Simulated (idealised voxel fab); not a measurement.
process module | voxel local oxidation
cross-section cut | 280 nm wide | cells 5 nm
A cross-section is a grid of square cells, given in bands from the top down. A band is one or more rows of cells.
Each band's line starts with the height of the band's top and of its bottom, in nm. Then come its materials from left to right, each with its width in nm. One material with "throughout" fills the band from edge to edge. "air" is empty space.
Height 0 is the level under which the wafer as received is all one material. The lowest band goes on downwards, as in "0 down".
A width such as "30 to 40" changes by the same amount from each row of cells to the next, from the band's top row to its bottom row.
"no change" after a step means that no cell of the cross-section changed.
closed voids: empty space of 8 cells or more with no open way to the top, each as width x height at its distance from the left edge, in nm
after a step's settings: what the simulator itself notes on the step
overlay nm, on a step with a mask: how far to the right of its planned place the mask lay; to the left if negative
plan
1 op RECEIVE | material Si
2 op CONFORMAL_DEP | material SiO2 | thk nm 5
3 op CONFORMAL_DEP | material SiN | thk nm 15
4 op DIRECTIONAL_DEP | material aC | thk nm 15
5 op PATTERN | tone cover | mask id ACTIVE | material resist | width nm 125 | thk nm 30 | overlay nm 0
6 op DIRECTIONAL_ETCH | etch materials aC | depth nm 15
7 op STRIP | etch materials resist
8 op DIRECTIONAL_ETCH | etch materials SiN | depth nm 15
9 op STRIP | etch materials aC
10 op SELECTIVE_ETCH | etch materials SiO2 | depth nm 5
11 op OXIDIZE | depth nm 15
12 op STRIP | etch materials SiN
as received, after step 1
  0 down: Si throughout
  closed voids: none
a wafer at the end: this start, this plan, one mistake
  0 to -15: SiO2 90 | Si 95 | SiO2 95
  -15 down: Si throughout
  closed voids: none
what went wrong: step 2 was left out
